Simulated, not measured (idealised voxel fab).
process module | voxel capacitor over wiring
cross-section cut | 205 nm wide | cells 5 nm
A cross-section is a grid of square cells, given in bands from the top down. A band is one or more rows of cells.
Each band's line starts with the height of the band's top and of its bottom, in nm. Then come its materials from left to right, each with its width in nm. One material with "throughout" fills the band from edge to edge. "air" is empty space.
Height 0 is the level under which the wafer as received is all one material. The lowest band goes on downwards, as in "0 down".
A width such as "30 to 40" changes by the same amount from each row of cells to the next, from the band's top row to its bottom row.
"no change" after a step means that no cell of the cross-section changed.
closed voids: empty space of 8 cells or more with no open way to the top, each as width x height at its distance from the left edge, in nm
after a step's settings: what the simulator itself notes on the step
overlay nm, on a step with a mask: how far to the right of its planned place the mask lay; to the left if negative
plan
1 op RECEIVE | material Si
2 op CONFORMAL_DEP | material SiO2 | thk nm 10
3 op DIRECTIONAL_DEP | material TiN | thk nm 5
4 op DIRECTIONAL_DEP | material Ru | thk nm 20
5 op MASKED_ETCH | tone cover | mask id METAL_1 | width nm 25 | pitch nm 90 | etch materials Ru | depth nm 20 | overlay nm 0
6 op MASKED_ETCH | tone cover | mask id METAL_1 | width nm 25 | pitch nm 90 | etch materials TiN | depth nm 5 | overlay nm 0
7 op CONFORMAL_DEP | material SiN | thk nm 5
8 op FILL_DEP | material SiO2 | thk nm 10
9 op CMP | height nm 35
10 op CONFORMAL_DEP | material SiCN | thk nm 5
11 op DIRECTIONAL_DEP | material lowk | thk nm 20
12 op DIRECTIONAL_DEP | material aC | thk nm 10
13 op PATTERN | tone open | mask id PLUG_1 | material resist | width nm 15 | thk nm 30 | overlay nm 0
14 op DIRECTIONAL_ETCH | etch materials aC | depth nm 10
15 op STRIP | etch materials resist
16 op DIRECTIONAL_ETCH | etch materials lowk | depth nm 20
17 op DIRECTIONAL_ETCH | etch materials SiCN | depth nm 5
18 op STRIP | etch materials aC
19 op EPI | material Ru | thk nm 10
20 op EPI | material Ru | thk nm 10
21 op EPI | material Ru | thk nm 5
22 op DIRECTIONAL_DEP | material TiN | thk nm 10
23 op DIRECTIONAL_DEP | material SiN | thk nm 5
24 op DIRECTIONAL_DEP | material TiN | thk nm 5
25 op PATTERN | tone cover | mask id UPPER_PLATE | material resist | width nm 70 | thk nm 15 | overlay nm 0
26 op DIRECTIONAL_ETCH | etch materials TiN | depth nm 5
27 op DIRECTIONAL_ETCH | etch materials SiN | depth nm 5
28 op STRIP | etch materials resist
29 op DIRECTIONAL_DEP | material aC | thk nm 15
30 op PATTERN | tone cover | mask id LOWER_PLATE | material resist | width nm 80 | thk nm 30 | overlay nm 0
31 op DIRECTIONAL_ETCH | etch materials aC | depth nm 15
32 op STRIP | etch materials resist
33 op DIRECTIONAL_ETCH | etch materials TiN | depth nm 10
34 op STRIP | etch materials aC
35 op FILL_DEP | material SiO2 | thk nm 20
36 op CMP | height nm 95
37 op MASKED_ETCH | tone open | mask id PLUG_2 | width nm 15 | etch materials SiO2 | depth nm 15 | overlay nm 0
38 op CONFORMAL_DEP | material TiN | thk nm 5
39 op FILL_DEP | material W | thk nm 10
40 op CMP | height nm 95
41 op CONFORMAL_DEP | material SiN | thk nm 5
first wafer, as planned
as received, after step 1
  0 down: Si throughout
  closed voids: none
after step 2
  10 to 0: SiO2 throughout
  below 0: unchanged
after step 3
  15 to 10: TiN throughout
  below 10: unchanged
after step 4
  35 to 15: Ru throughout
  below 15: unchanged
after step 5
  35 to 15: air 45 | Ru 25 | air 65 | Ru 25 | air 45
  below 15: unchanged
after step 6
  35 to 15: air 45 | Ru 25 | air 65 | Ru 25 | air 45
  15 to 10: air 45 | TiN 25 | air 65 | TiN 25 | air 45
  below 10: unchanged
after step 7
  40 to 35: air 40 | SiN 35 | air 55 | SiN 35 | air 40
  35 to 15: air 40 | SiN 5 | Ru 25 | SiN 5 | air 55 | SiN 5 | Ru 25 | SiN 5 | air 40
  15 to 10: SiN 45 | TiN 25 | SiN 65 | TiN 25 | SiN 45
  below 10: unchanged
after step 8
  50 to 40: SiO2 throughout
  40 to 35: SiO2 40 | SiN 35 | SiO2 55 | SiN 35 | SiO2 40
  35 to 15: SiO2 40 | SiN 5 | Ru 25 | SiN 5 | SiO2 55 | SiN 5 | Ru 25 | SiN 5 | SiO2 40
  below 15: unchanged
after step 9
  35 to 15: SiO2 40 | SiN 5 | Ru 25 | SiN 5 | SiO2 55 | SiN 5 | Ru 25 | SiN 5 | SiO2 40
  below 15: unchanged
after step 10
  40 to 35: SiCN throughout
  below 35: unchanged
after step 11
  60 to 40: lowk throughout
  below 40: unchanged
after step 12
  70 to 60: aC throughout
  below 60: unchanged
after step 13
  100 to 70: resist 55 | air 15 | resist 135
  below 70: unchanged
after step 14
  90 to 70: resist 55 | air 15 | resist 135
  70 to 60: aC 55 | air 15 | aC 135
  below 60: unchanged
after step 15
  70 to 60: aC 55 | air 15 | aC 135
  below 60: unchanged
after step 16
  70 to 60: aC 55 | air 15 | aC 135
  60 to 40: lowk 55 | air 15 | lowk 135
  below 40: unchanged
after step 17
  70 to 60: aC 55 | air 15 | aC 135
  60 to 40: lowk 55 | air 15 | lowk 135
  40 to 35: SiCN 55 | air 15 | SiCN 135
  below 35: unchanged
after step 18
  60 to 40: lowk 55 | air 15 | lowk 135
  below 40: unchanged
after step 19
  60 to 45: lowk 55 | air 15 | lowk 135
  45 to 40: lowk 55 | Ru 15 | lowk 135
  40 to 35: SiCN 55 | Ru 15 | SiCN 135
  below 35: unchanged
after step 20
  60 to 55: lowk 55 | air 15 | lowk 135
  55 to 40: lowk 55 | Ru 15 | lowk 135
  below 40: unchanged
after step 21
  60 to 40: lowk 55 | Ru 15 | lowk 135
  below 40: unchanged
after step 22
  70 to 60: TiN throughout
  below 60: unchanged
after step 23
  75 to 70: SiN throughout
  below 70: unchanged
after step 24
  80 to 75: TiN throughout
  below 75: unchanged
after step 25
  95 to 80: air 55 | resist 70 | air 80
  below 80: unchanged
after step 26
  95 to 80: air 55 | resist 70 | air 80
  80 to 75: air 55 | TiN 70 | air 80
  below 75: unchanged
after step 27
  95 to 80: air 55 | resist 70 | air 80
  80 to 75: air 55 | TiN 70 | air 80
  75 to 70: air 55 | SiN 70 | air 80
  below 70: unchanged
after step 28
  80 to 75: air 55 | TiN 70 | air 80
  below 75: unchanged
after step 29
  95 to 85: air 55 | aC 70 | air 80
  85 to 80: aC throughout
  80 to 75: aC 55 | TiN 70 | aC 80
  75 to 70: aC 55 | SiN 70 | aC 80
  below 70: unchanged
after step 30
  125 to 95: air 50 | resist 80 | air 75
  95 to 85: air 50 | resist 5 | aC 70 | resist 5 | air 75
  below 85: unchanged
after step 31
  110 to 95: air 50 | resist 80 | air 75
  95 to 85: air 50 | resist 5 | aC 70 | resist 5 | air 75
  85 to 80: air 50 | aC 80 | air 75
  80 to 75: air 50 | aC 5 | TiN 70 | aC 5 | air 75
  75 to 70: air 50 | aC 5 | SiN 70 | aC 5 | air 75
  below 70: unchanged
after step 32
  95 to 85: air 55 | aC 70 | air 80
  below 85: unchanged
after step 33
  95 to 85: air 55 | aC 70 | air 80
  85 to 80: air 50 | aC 80 | air 75
  80 to 75: air 50 | aC 5 | TiN 70 | aC 5 | air 75
  75 to 70: air 50 | aC 5 | SiN 70 | aC 5 | air 75
  70 to 60: air 50 | TiN 80 | air 75
  below 60: unchanged
after step 34
  80 to 75: air 55 | TiN 70 | air 80
  75 to 70: air 55 | SiN 70 | air 80
  below 70: unchanged
after step 35
  100 to 80: SiO2 throughout
  80 to 75: SiO2 55 | TiN 70 | SiO2 80
  75 to 70: SiO2 55 | SiN 70 | SiO2 80
  70 to 60: SiO2 50 | TiN 80 | SiO2 75
  below 60: unchanged
after step 36
  95 to 80: SiO2 throughout
  below 80: unchanged
after step 37
  95 to 80: SiO2 65 | air 15 | SiO2 125
  below 80: unchanged
after step 38
  100 to 95: TiN 70 | air 5 | TiN 130
  95 to 85: SiO2 65 | TiN 5 | air 5 | TiN 5 | SiO2 125
  85 to 75: SiO2 65 to 55 | TiN 15 to 70 | SiO2 125 to 80
  below 75: unchanged
after step 39
  110 to 100: W throughout
  100 to 95: TiN 70 | W 5 | TiN 130
  95 to 85: SiO2 65 | TiN 5 | W 5 | TiN 5 | SiO2 125
  below 85: unchanged
after step 40
  95 to 85: SiO2 65 | TiN 5 | W 5 | TiN 5 | SiO2 125
  below 85: unchanged
after step 41
  100 to 95: SiN throughout
  below 95: unchanged
second wafer: like start, like plan, one mistake. Through step 24 it matches the first wafer
when step 25 should have ended
  95 to 80: resist 55 | air 70 | resist 80
  below 80: unchanged
when step 26 should have ended
  95 to 80: resist 55 | air 70 | resist 80
  80 to 75: TiN 55 | air 70 | TiN 80
  below 75: unchanged
when step 27 should have ended
  95 to 80: resist 55 | air 70 | resist 80
  80 to 75: TiN 55 | air 70 | TiN 80
  75 to 70: SiN 55 | air 70 | SiN 80
  below 70: unchanged
when step 28 should have ended
  80 to 75: TiN 55 | air 70 | TiN 80
  below 75: unchanged
when step 29 should have ended
  95 to 85: aC 55 | air 70 | aC 80
  85 to 80: aC throughout
  80 to 75: TiN 55 | aC 70 | TiN 80
  75 to 70: SiN 55 | aC 70 | SiN 80
  below 70: unchanged
when step 30 should have ended
  125 to 95: air 50 | resist 80 | air 75
  95 to 85: aC 55 | resist 70 | aC 80
  below 85: unchanged
when step 31 should have ended
  110 to 95: air 50 | resist 80 | air 75
  95 to 85: air 50 | aC 5 | resist 70 | aC 5 | air 75
  85 to 80: air 50 | aC 80 | air 75
  below 80: unchanged
when step 32 should have ended
  95 to 85: air 50 | aC 5 | air 70 | aC 5 | air 75
  below 85: unchanged
when step 33 should have ended
  95 to 85: air 50 | aC 5 | air 70 | aC 5 | air 75
  85 to 80: air 50 | aC 80 | air 75
  80 to 75: air 50 | TiN 5 | aC 70 | TiN 5 | air 75
  below 75: unchanged
when step 34 should have ended
  80 to 75: air 50 | TiN 5 | air 70 | TiN 5 | air 75
  75 to 70: SiN 55 | air 70 | SiN 80
  below 70: unchanged
when step 35 should have ended
  100 to 80: SiO2 throughout
  80 to 75: SiO2 50 | TiN 5 | SiO2 70 | TiN 5 | SiO2 75
  75 to 70: SiN 55 | SiO2 70 | SiN 80
  below 70: unchanged
when step 36 should have ended
  95 to 80: SiO2 throughout
  below 80: unchanged
when step 37 should have ended
  95 to 80: SiO2 65 | air 15 | SiO2 125
  below 80: unchanged
when step 38 should have ended
  100 to 95: TiN 70 | air 5 | TiN 130
  95 to 85: SiO2 65 | TiN 5 | air 5 | TiN 5 | SiO2 125
  85 to 80: SiO2 65 | TiN 15 | SiO2 125
  below 80: unchanged
when step 39 should have ended
  110 to 100: W throughout
  100 to 95: TiN 70 | W 5 | TiN 130
  95 to 85: SiO2 65 | TiN 5 | W 5 | TiN 5 | SiO2 125
  below 85: unchanged
when step 40 should have ended
  95 to 85: SiO2 65 | TiN 5 | W 5 | TiN 5 | SiO2 125
  below 85: unchanged
when step 41 should have ended
  100 to 95: SiN throughout
  below 95: unchanged
what went wrong: step 25 ran as: op PATTERN | tone open | mask id UPPER_PLATE | material resist | width nm 70 | thk nm 15 | overlay nm 0
at the end the second wafer has, in cells: 13 more of SiN | 51 fewer of SiO2 | 38 more of TiN
